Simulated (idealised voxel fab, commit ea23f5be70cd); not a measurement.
Process module under the name voxel self aligned contacts
The cross-section on display is named cut; it measures 185 nm wide, and its cells are 5 nm squares.
A cross-section is a grid of square cells, given in bands from the top down. A band is one or more rows of cells. Within each band entry, the heights of the top and of the bottom of the band appear first, in that order and in nm; the materials of the band then follow from left to right, each with its corresponding width in nm. The designation "throughout" on a single material indicates that it fills the band from edge to edge; the designation "blank" indicates empty space. Ref level 0: as-received wafer is one material below here. Bottom band extends down with no lower bound ("0 nm and below"). Note: "30 to 40" means the width goes from the first number (top row of the band) to the second number (bottom row) in equal steps per row of cells. When a step is marked "identical to before", none of the cells in the cross-section changed during that step. Reported under the label "Voids, sealed" are the empty spaces having no open way to the top and comprising 8 cells or more; the notation for each is width x height at distance, in which the distance is measured from the left edge and all three values are in nm. Whatever follows a step's settings on its line is a remark the simulator itself makes about that step. The "overlay nm" setting may appear on a step's line; for a step that uses a mask, it gives how far to the right of its planned position the mask lay, and a negative value indicates the left.
-- Process steps - plan
- 1: RECEIVE: material Si
- 2: CONFORMAL_DEP: material SiO2, thk nm 5
- 3: DIRECTIONAL_DEP: material polySi, thk nm 25
- 4: DIRECTIONAL_DEP: material SiN, thk nm 20
- 5: PATTERN: tone cover, mask id GATE, material resist, width nm 25, pitch nm 60, thk nm 20, overlay nm 0
- 6: DIRECTIONAL_ETCH: etch materials SiN, depth nm 20
- 7: DIRECTIONAL_ETCH: etch materials polySi, depth nm 25
- 8: STRIP: etch materials resist
- 9: CONFORMAL_DEP: material SiN, thk nm 5
- 10: DIRECTIONAL_ETCH: etch materials SiN, depth nm 5
- 11: FILL_DEP: material SiO2, thk nm 20
- 12: CMP: height nm 60
- 13: PATTERN: tone open, mask id CONTACT, material resist, width nm 45, pitch nm 60, thk nm 15, overlay nm 0
- 14: DIRECTIONAL_ETCH: etch materials SiO2, depth nm 60
- 15: STRIP: etch materials resist
- 16: CONFORMAL_DEP: material TiN, thk nm 5
- 17: FILL_DEP: material Ru, thk nm 10
- 18: CMP: height nm 60
- 19: CONFORMAL_DEP: material SiCN, thk nm 5
-- Wafer cross-section on receipt, i.e. after step 1
* 0 nm and below = Si throughout
* Voids, sealed: none
-- Figure: cross-sectional view of the wafer upon completion of the module, processed from the initial state and according to the plan depicted above, with one error introduced during execution
* 65 nm to 60 nm = SiCN throughout
* 60 nm to 50 nm = 40 nm SiO2  5 to 20 nm TiN  35 to 10 nm Ru  5 to 15 nm TiN  15 nm SiO2  5 to 20 nm TiN  35 to 10 nm Ru  5 to 15 nm TiN  40 nm SiO2
* 50 nm to 30 nm = 15 nm SiO2  40 nm SiN  5 nm TiN  10 nm Ru  5 nm TiN  40 nm SiN  5 nm TiN  10 nm Ru  5 nm TiN  40 nm SiN  10 nm SiO2
* 30 nm to 5 nm = 15 nm SiO2  5 nm SiN  30 nm polySi  5 nm SiN  5 nm TiN  10 nm Ru  5 nm TiN  5 nm SiN  30 nm polySi  5 nm SiN  5 nm TiN  10 nm Ru  5 nm TiN  5 nm SiN  30 nm polySi  5 nm SiN  10 nm SiO2
* 5 nm to 0 nm = 55 nm SiO2  20 nm TiN  40 nm SiO2  20 nm TiN  50 nm SiO2
* 0 nm and below = Si throughout
* Voids, sealed: none
The plan and the run diverged here: step 5 did not happen as planned, as run it was PATTERN: tone cover, mask id GATE, material resist, width nm 30, pitch nm 60, thk nm 20, overlay nm 0
